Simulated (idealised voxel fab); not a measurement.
The name of this process module is voxel transistor to metal.
In the cross-section labelled cut, the width is 285 nm and each square cell is 5 nm.
Cross-section = grid of square cells, listed top down in bands; band = one or more rows.
Band: top height; bottom height; in nm. Then, left to right: material with width in nm, for each material. "throughout": a single material spanning edge to edge. "empty": empty space.
We count height from 0. Below that, the starting wafer is all one material. The lowest band never ends at the bottom but goes on down; see "z 0 and below" for how that is written.
Read "30 to 40" as a graded width: first number on top, second number at the bottom, same change between each pair of neighbouring rows.
When a step is marked "no change", none of the cells in the cross-section changed during that step.
Voids not open to the top, 8 cells minimum: see "Enclosed cavities". Written width x height at distance; distance is from the left edge; nm.
On a step's line, text after the settings is the simulator commenting on that step.
overlay nm: on a step with a mask, how far right of its planned place the mask lay; negative means left.
**Set out below are the planned steps of the process**
1) RECEIVE [material Si]
2) OXIDIZE [depth nm 5]
3) CONFORMAL_DEP [material SiN] [thk nm 10]
4) DIRECTIONAL_DEP [material aC] [thk nm 10]
5) PATTERN [tone cover] [mask id ACTIVE] [material resist] [width nm 95] [pitch nm 115] [thk nm 30] [overlay nm 0]
6) DIRECTIONAL_ETCH [etch materials aC] [depth nm 10]
7) STRIP [etch materials resist]
8) DIRECTIONAL_ETCH [etch materials SiN] [depth nm 10]
9) DIRECTIONAL_ETCH [etch materials SiO2] [depth nm 5]
10) DIRECTIONAL_ETCH [etch materials Si] [depth nm 30]
11) STRIP [etch materials aC]
12) FILL_DEP [material SiO2] [thk nm 10]
13) CMP [height nm 10]
14) SELECTIVE_ETCH [etch materials SiO2] [depth nm 10]
15) STRIP [etch materials SiN]
16) SELECTIVE_ETCH [etch materials SiO2] [depth nm 5]
17) OXIDIZE [depth nm 5]
18) DIRECTIONAL_DEP [material polySi] [thk nm 25]
19) DIRECTIONAL_DEP [material SiCN] [thk nm 10]
20) DIRECTIONAL_DEP [material aC] [thk nm 15]
21) PATTERN [tone cover] [mask id GATE] [material resist] [width nm 15] [pitch nm 115] [thk nm 30] [overlay nm 0]
22) DIRECTIONAL_ETCH [etch materials aC] [depth nm 15]
23) STRIP [etch materials resist]
24) DIRECTIONAL_ETCH [etch materials SiCN] [depth nm 20]
25) DIRECTIONAL_ETCH [etch materials polySi] [depth nm 35]
26) STRIP [etch materials aC]
27) CONFORMAL_DEP [material SiO2] [thk nm 5]
28) DIRECTIONAL_ETCH [etch materials SiO2] [depth nm 5]
29) CONFORMAL_DEP [material SiN] [thk nm 10]
30) DIRECTIONAL_ETCH [etch materials SiN] [depth nm 10]
31) DIRECTIONAL_ETCH [etch materials SiO2] [depth nm 5]
32) EPI [material nSi] [thk nm 5]
33) FILL_DEP [material SiO2] [thk nm 10]
34) CMP [height nm 30]
35) DIRECTIONAL_DEP [material SiO2] [thk nm 10]
36) DIRECTIONAL_DEP [material aC] [thk nm 10]
37) PATTERN [tone open] [mask id CONTACT] [material resist] [width nm 25] [thk nm 25] [overlay nm 0]
38) DIRECTIONAL_ETCH [etch materials aC] [depth nm 10]
39) STRIP [etch materials resist]
40) DIRECTIONAL_ETCH [etch materials SiO2] [depth nm 45]
41) STRIP [etch materials aC]
42) CONFORMAL_DEP [material TiN] [thk nm 5]
43) FILL_DEP [material W] [thk nm 10]
44) CMP [height nm 40]
45) CONFORMAL_DEP [material SiN] [thk nm 5]
46) DIRECTIONAL_DEP [material lowk] [thk nm 25]
47) PATTERN [tone open] [mask id METAL_1] [material resist] [width nm 15] [thk nm 20] [overlay nm 0]
48) DIRECTIONAL_ETCH [etch materials lowk] [depth nm 25]
49) DIRECTIONAL_ETCH [etch materials SiN] [depth nm 5]
50) STRIP [etch materials resist]
51) CONFORMAL_DEP [material TiN] [thk nm 5]
52) FILL_DEP [material Cu] [thk nm 10]
53) CMP [height nm 70]
54) CONFORMAL_DEP [material SiN] [thk nm 5]
It is noted that the wafers described herein are identical at the outset and are distinguished by the width nm of step 21; the value stated in the plan corresponds to the first wafer.
**Cross-sectional view of the first of several wafers in the as-received condition, corresponding to the state following step 1**
    z 0 and below | Si throughout
    Enclosed cavities: none
**Depicted here is the first of several wafers in cross-section, at module completion following the last step, step 54**
    z 75 to 70 | SiN throughout
    z 70 to 45 | lowk (45) | TiN (5) | Cu (5) | TiN (5) | lowk (45) | TiN (5) | Cu (5) | TiN (5) | lowk (40) | TiN (5) | Cu (5) | TiN (5) | lowk (45) | TiN (5) | Cu (5) | TiN (5) | lowk (50)
    z 45 to 40 | SiN (45) | TiN (15) | SiN (45) | TiN (15) | SiN (40) | TiN (15) | SiN (45) | TiN (15) | SiN (50)
    z 40 to 30 | SiO2 (45) | TiN (5) | W (15 to 5) | TiN (5 to 15) | SiO2 (25) | TiN (5 to 15) | W (15 to 5) | TiN (5) | SiO2 (40) | TiN (5) | W (15 to 5) | TiN (5 to 15) | SiO2 (25) | TiN (5 to 15) | W (15 to 5) | TiN (5) | SiO2 (50)
    z 30 to 20 | SiO2 (45) | TiN (5) | W (5) | TiN (5) | SiN (10) | SiO2 (5) | SiCN (15) | SiO2 (5) | SiN (10) | TiN (5) | W (5) | TiN (5) | SiO2 (40) | TiN (5) | W (5) | TiN (5) | SiN (10) | SiO2 (5) | SiCN (15) | SiO2 (5) | SiN (10) | TiN (5) | W (5) | TiN (5) | SiO2 (50)
    z 20 to 0 | SiO2 (45) | TiN (5) | W (5) | TiN (5) | SiN (10) | SiO2 (5) | polySi (15) | SiO2 (5) | SiN (10) | TiN (5) | W (5) | TiN (5) | SiO2 (40) | TiN (5) | W (5) | TiN (5) | SiN (10) | SiO2 (5) | polySi (15) | SiO2 (5) | SiN (10) | TiN (5) | W (5) | TiN (5) | SiO2 (50)
    z 0 to -5 | SiO2 (45) | TiN (15) | SiN (10) | SiO2 (5) | polySi (15) | SiO2 (5) | SiN (10) | TiN (15) | SiO2 (40) | TiN (15) | SiN (10) | SiO2 (5) | polySi (15) | SiO2 (5) | SiN (10) | TiN (15) | SiO2 (50)
    z -5 to -10 | SiO2 (30) | nSi (30) | SiO2 (45) | nSi (30) | SiO2 (10) | nSi (30) | SiO2 (45) | nSi (30) | SiO2 (35)
    z -10 to -35 | SiO2 (35) | Si (95) | SiO2 (20) | Si (95) | SiO2 (40)
    z -35 and below | Si throughout
    Enclosed cavities: none
**Cross-section, module end, final of several wafers**
    z 75 to 70 | SiN throughout
    z 70 to 45 | lowk (45) | TiN (5) | Cu (5) | TiN (5) | lowk (45) | TiN (5) | Cu (5) | TiN (5) | lowk (40) | TiN (5) | Cu (5) | TiN (5) | lowk (45) | TiN (5) | Cu (5) | TiN (5) | lowk (50)
    z 45 to 40 | SiN (45) | TiN (15) | SiN (45) | TiN (15) | SiN (40) | TiN (15) | SiN (45) | TiN (15) | SiN (50)
    z 40 to 35 | SiO2 (45) | TiN (5) | W (15) | TiN (5) | SiO2 (25) | TiN (5) | W (15) | TiN (5) | SiO2 (40) | TiN (5) | W (15) | TiN (5) | SiO2 (25) | TiN (5) | W (15) | TiN (5) | SiO2 (50)
    z 35 to 30 | SiO2 (45) | TiN (25) | SiO2 (25) | TiN (25) | SiO2 (40) | TiN (25) | SiO2 (25) | TiN (25) | SiO2 (50)
    z 30 to 20 | SiO2 (45) | TiN (10) | SiN (10) | TiN (5) | SiCN (30) | TiN (5) | SiN (10) | TiN (5) | SiO2 (40) | TiN (10) | SiN (10) | TiN (5) | SiCN (30) | TiN (5) | SiN (10) | TiN (5) | SiO2 (50)
    z 20 to -5 | SiO2 (45) | TiN (10) | SiN (10) | TiN (5) | polySi (30) | TiN (5) | SiN (10) | TiN (5) | SiO2 (40) | TiN (10) | SiN (10) | TiN (5) | polySi (30) | TiN (5) | SiN (10) | TiN (5) | SiO2 (50)
    z -5 to -10 | SiO2 (30) | nSi (25) | SiO2 (60) | nSi (20) | SiO2 (10) | nSi (25) | SiO2 (60) | nSi (20) | SiO2 (35)
    z -10 to -35 | SiO2 (35) | Si (95) | SiO2 (20) | Si (95) | SiO2 (40)
    z -35 and below | Si throughout
    Enclosed cavities: none
**wafer rows; end of module; cells per material since receipt: (+) gained, (-) lost; then closed voids**
width nm 15 | +20 Cu | -209 Si | +12 SiCN | +158 SiN | +419 SiO2 | +136 TiN | +40 W | +225 lowk | +24 nSi | +30 polySi | Enclosed cavities: none
width nm 20 | +20 Cu | -209 Si | +16 SiCN | +158 SiN | +407 SiO2 | +150 TiN | +26 W | +225 lowk | +22 nSi | +40 polySi | Enclosed cavities: none
width nm 25 | +20 Cu | -209 Si | +20 SiCN | +158 SiN | +395 SiO2 | +164 TiN | +12 W | +225 lowk | +20 nSi | +50 polySi | Enclosed cavities: none
width nm 30 | +20 Cu | -209 Si | +24 SiCN | +158 SiN | +397 SiO2 | +150 TiN | +12 W | +225 lowk | +18 nSi | +60 polySi | Enclosed cavities: none
